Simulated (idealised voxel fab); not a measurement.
Herein follows the process module entitled voxel air gaps.
We display cut, a cross-section 250 nm in width whose square cells are each 5 nm.
A cross-section in this document is a grid of square cells, and it is written down as bands, the top band listed before the ones below it; a band is made up of one or more rows of cells. This entry defines a band. It first specifies the height of the band's top and the height of its bottom in nm, and then specifies the band's materials from left to right, stating each material with its width in nm. The word "full width" identifies a single material that fills the band from edge to edge, while the word "empty" identifies empty space. A quick word on heights: they are counted from 0, and under that level the wafer as it came to us is one material throughout. The lowest band is different from the rest in having no bottom; it simply continues downward, written as in "0 and below". The two numbers in a width such as "30..40" mark its ends across the band: the first belongs to the top row of cells, the second to the bottom row, and from each row to the next the width moves by the same amount. For the purposes of this document, the phrase "stayed the same" attached to a step denotes that no cell within the cross-section was modified by that step. "Unvented cavities": empty spaces of 8 cells or more with no open way to the top, each given as width x height at distance, distance from the left edge, all in nm. Heads up: the bit after the settings on a step's line is the simulator's remark on that step. overlay nm: how far to the right of its planned place the mask lay on this masked step (negative: to the left).
-- List of planned process steps
- 1: RECEIVE,material Si
- 2: CONFORMAL_DEP,material SiO2,thk nm 10
- 3: CONFORMAL_DEP,material SiN,thk nm 5
- 4: DIRECTIONAL_DEP,material SiO2,thk nm 30
- 5: PATTERN,tone open,mask id LINES,material resist,width nm 25,pitch nm 55,thk nm 20,overlay nm 0
- 6: DIRECTIONAL_ETCH,etch materials SiO2,depth nm 30
- 7: STRIP,etch materials resist
- 8: CONFORMAL_DEP,material TiN,thk nm 5
- 9: FILL_DEP,material W,thk nm 5
- 10: CMP,height nm 45
- 11: EPI,material Ru,thk nm 10
- 12: SELECTIVE_ETCH,etch materials SiO2,depth nm 40
- 13: CONFORMAL_DEP,material SiCN,thk nm 5
-- On the first of the two wafers: run conducted according to plan
-- Incoming wafer in cross-section (state: after step 1)
	0 and below  Si full width
	Unvented cavities: none
-- Wafer xsec, post step 2
	10 down to 0  SiO2 full width
	Below 0 it's all the same as before, nothing changed down there.
-- Wafer xsec, post step 3
	15 down to 10  SiN full width
	Below 10 it's all the same as before, nothing changed down there.
-- Wafer xsec, post step 4
	45 down to 15  SiO2 full width
	Below 15 it's all the same as before, nothing changed down there.
-- Wafer xsec, post step 5
	65 down to 45  resist=30, then empty=25, then resist=30, then empty=25, then resist=30, then empty=25, then resist=30, then empty=25, then resist=30
	Below 45 it's all the same as before, nothing changed down there.
-- Wafer xsec, post step 6
	65 down to 45  resist=30, then empty=25, then resist=30, then empty=25, then resist=30, then empty=25, then resist=30, then empty=25, then resist=30
	45 down to 15  SiO2=30, then empty=25, then SiO2=30, then empty=25, then SiO2=30, then empty=25, then SiO2=30, then empty=25, then SiO2=30
	Below 15 it's all the same as before, nothing changed down there.
-- Wafer xsec, post step 7
	45 down to 15  SiO2=30, then empty=25, then SiO2=30, then empty=25, then SiO2=30, then empty=25, then SiO2=30, then empty=25, then SiO2=30
	Below 15 it's all the same as before, nothing changed down there.
-- Wafer xsec, post step 8
	50 down to 45  TiN=35, then empty=15, then TiN=40, then empty=15, then TiN=40, then empty=15, then TiN=40, then empty=15, then TiN=35
	45 down to 20  SiO2=30, then TiN=5, then empty=15, then TiN=5, then SiO2=30, then TiN=5, then empty=15, then TiN=5, then SiO2=30, then TiN=5, then empty=15, then TiN=5, then SiO2=30, then TiN=5, then empty=15, then TiN=5, then SiO2=30
	20 down to 15  SiO2=30, then TiN=25, then SiO2=30, then TiN=25, then SiO2=30, then TiN=25, then SiO2=30, then TiN=25, then SiO2=30
	Below 15 it's all the same as before, nothing changed down there.
-- Wafer xsec, post step 9
	55 down to 50  W full width
	50 down to 45  TiN=35, then W=15, then TiN=40, then W=15, then TiN=40, then W=15, then TiN=40, then W=15, then TiN=35
	45 down to 20  SiO2=30, then TiN=5, then W=15, then TiN=5, then SiO2=30, then TiN=5, then W=15, then TiN=5, then SiO2=30, then TiN=5, then W=15, then TiN=5, then SiO2=30, then TiN=5, then W=15, then TiN=5, then SiO2=30
	Below 20 it's all the same as before, nothing changed down there.
-- Wafer xsec, post step 10
	45 down to 20  SiO2=30, then TiN=5, then W=15, then TiN=5, then SiO2=30, then TiN=5, then W=15, then TiN=5, then SiO2=30, then TiN=5, then W=15, then TiN=5, then SiO2=30, then TiN=5, then W=15, then TiN=5, then SiO2=30
	Below 20 it's all the same as before, nothing changed down there.
-- Wafer xsec, post step 11
	55 down to 45  empty=20, then Ru=45, then empty=10, then Ru=45, then empty=10, then Ru=45, then empty=10, then Ru=45, then empty=20
	Below 45 it's all the same as before, nothing changed down there.
-- Wafer xsec, post step 12
	55 down to 45  empty=20, then Ru=45, then empty=10, then Ru=45, then empty=10, then Ru=45, then empty=10, then Ru=45, then empty=20
	45 down to 20  empty=30, then TiN=5, then W=15, then TiN=5, then empty=30, then TiN=5, then W=15, then TiN=5, then empty=30, then TiN=5, then W=15, then TiN=5, then empty=30, then TiN=5, then W=15, then TiN=5, then empty=30
	20 down to 15  empty=30, then TiN=25, then empty=30, then TiN=25, then empty=30, then TiN=25, then empty=30, then TiN=25, then empty=30
	Below 15 it's all the same as before, nothing changed down there.
-- Wafer xsec, post step 13
	60 down to 55  empty=15, then SiCN=220, then empty=15
	55 down to 45  empty=15, then SiCN=5, then Ru=45, then SiCN=10, then Ru=45, then SiCN=10, then Ru=45, then SiCN=10, then Ru=45, then SiCN=5, then empty=15
	45 down to 40  empty=15, then SiCN=15, then TiN=5, then W=15, then TiN=5, then SiCN=30, then TiN=5, then W=15, then TiN=5, then SiCN=30, then TiN=5, then W=15, then TiN=5, then SiCN=30, then TiN=5, then W=15, then TiN=5, then SiCN=15, then empty=15
	40 down to 20  empty=25, then SiCN=5, then TiN=5, then W=15, then TiN=5, then SiCN=5, then empty=20, then SiCN=5, then TiN=5, then W=15, then TiN=5, then SiCN=5, then empty=20, then SiCN=5, then TiN=5, then W=15, then TiN=5, then SiCN=5, then empty=20, then SiCN=5, then TiN=5, then W=15, then TiN=5, then SiCN=5, then empty=25
	20 down to 15  SiCN=30, then TiN=25, then SiCN=30, then TiN=25, then SiCN=30, then TiN=25, then SiCN=30, then TiN=25, then SiCN=30
	Below 15 it's all the same as before, nothing changed down there.
	Unvented cavities: 20 x 20 at 60; 20 x 20 at 115; 20 x 20 at 170
-- Second Wafer (Identical Start and Plan, One Processing Error; Matches First Wafer Through Step 2)
-- X-section, second wafer, when step 3 was due to finish
	25 down to 10  SiN full width
	Below 10 it's all the same as before, nothing changed down there.
-- X-section, second wafer, when step 4 was due to finish
	55 down to 25  SiO2 full width
	Below 25 it's all the same as before, nothing changed down there.
-- X-section, second wafer, when step 5 was due to finish
	75 down to 55  resist=30, then empty=25, then resist=30, then empty=25, then resist=30, then empty=25, then resist=30, then empty=25, then resist=30
	Below 55 it's all the same as before, nothing changed down there.
-- X-section, second wafer, when step 6 was due to finish
	75 down to 55  resist=30, then empty=25, then resist=30, then empty=25, then resist=30, then empty=25, then resist=30, then empty=25, then resist=30
	55 down to 25  SiO2=30, then empty=25, then SiO2=30, then empty=25, then SiO2=30, then empty=25, then SiO2=30, then empty=25, then SiO2=30
	Below 25 it's all the same as before, nothing changed down there.
-- X-section, second wafer, when step 7 was due to finish
	55 down to 25  SiO2=30, then empty=25, then SiO2=30, then empty=25, then SiO2=30, then empty=25, then SiO2=30, then empty=25, then SiO2=30
	Below 25 it's all the same as before, nothing changed down there.
-- X-section, second wafer, when step 8 was due to finish
	60 down to 55  TiN=35, then empty=15, then TiN=40, then empty=15, then TiN=40, then empty=15, then TiN=40, then empty=15, then TiN=35
	55 down to 30  SiO2=30, then TiN=5, then empty=15, then TiN=5, then SiO2=30, then TiN=5, then empty=15, then TiN=5, then SiO2=30, then TiN=5, then empty=15, then TiN=5, then SiO2=30, then TiN=5, then empty=15, then TiN=5, then SiO2=30
	30 down to 25  SiO2=30, then TiN=25, then SiO2=30, then TiN=25, then SiO2=30, then TiN=25, then SiO2=30, then TiN=25, then SiO2=30
	Below 25 it's all the same as before, nothing changed down there.
-- X-section, second wafer, when step 9 was due to finish
	65 down to 60  W full width
	60 down to 55  TiN=35, then W=15, then TiN=40, then W=15, then TiN=40, then W=15, then TiN=40, then W=15, then TiN=35
	55 down to 30  SiO2=30, then TiN=5, then W=15, then TiN=5, then SiO2=30, then TiN=5, then W=15, then TiN=5, then SiO2=30, then TiN=5, then W=15, then TiN=5, then SiO2=30, then TiN=5, then W=15, then TiN=5, then SiO2=30
	Below 30 it's all the same as before, nothing changed down there.
-- X-section, second wafer, when step 10 was due to finish
	45 down to 30  SiO2=30, then TiN=5, then W=15, then TiN=5, then SiO2=30, then TiN=5, then W=15, then TiN=5, then SiO2=30, then TiN=5, then W=15, then TiN=5, then SiO2=30, then TiN=5, then W=15, then TiN=5, then SiO2=30
	Below 30 it's all the same as before, nothing changed down there.
-- X-section, second wafer, when step 11 was due to finish
	55 down to 45  empty=20, then Ru=45, then empty=10, then Ru=45, then empty=10, then Ru=45, then empty=10, then Ru=45, then empty=20
	Below 45 it's all the same as before, nothing changed down there.
-- X-section, second wafer, when step 12 was due to finish
	55 down to 45  empty=20, then Ru=45, then empty=10, then Ru=45, then empty=10, then Ru=45, then empty=10, then Ru=45, then empty=20
	45 down to 30  empty=30, then TiN=5, then W=15, then TiN=5, then empty=30, then TiN=5, then W=15, then TiN=5, then empty=30, then TiN=5, then W=15, then TiN=5, then empty=30, then TiN=5, then W=15, then TiN=5, then empty=30
	30 down to 25  empty=30, then TiN=25, then empty=30, then TiN=25, then empty=30, then TiN=25, then empty=30, then TiN=25, then empty=30
	Below 25 it's all the same as before, nothing changed down there.
-- X-section, second wafer, when step 13 was due to finish
	60 down to 55  empty=15, then SiCN=220, then empty=15
	55 down to 45  empty=15, then SiCN=5, then Ru=45, then SiCN=10, then Ru=45, then SiCN=10, then Ru=45, then SiCN=10, then Ru=45, then SiCN=5, then empty=15
	45 down to 40  empty=15, then SiCN=15, then TiN=5, then W=15, then TiN=5, then SiCN=30, then TiN=5, then W=15, then TiN=5, then SiCN=30, then TiN=5, then W=15, then TiN=5, then SiCN=30, then TiN=5, then W=15, then TiN=5, then SiCN=15, then empty=15
	40 down to 30  empty=25, then SiCN=5, then TiN=5, then W=15, then TiN=5, then SiCN=5, then empty=20, then SiCN=5, then TiN=5, then W=15, then TiN=5, then SiCN=5, then empty=20, then SiCN=5, then TiN=5, then W=15, then TiN=5, then SiCN=5, then empty=20, then SiCN=5, then TiN=5, then W=15, then TiN=5, then SiCN=5, then empty=25
	30 down to 25  SiCN=30, then TiN=25, then SiCN=30, then TiN=25, then SiCN=30, then TiN=25, then SiCN=30, then TiN=25, then SiCN=30
	Below 25 it's all the same as before, nothing changed down there.
	Unvented cavities: 20 x 10 at 60; 20 x 10 at 115; 20 x 10 at 170
Nonconformance to the process plan: note that step 3 departed from the planned setting and was carried out as CONFORMAL_DEP,material SiN,thk nm 15
At the finish, the second wafer shows more or fewer cells for some materials than the first does: -16 SiCN, +100 SiN, -16 TiN, -24 W
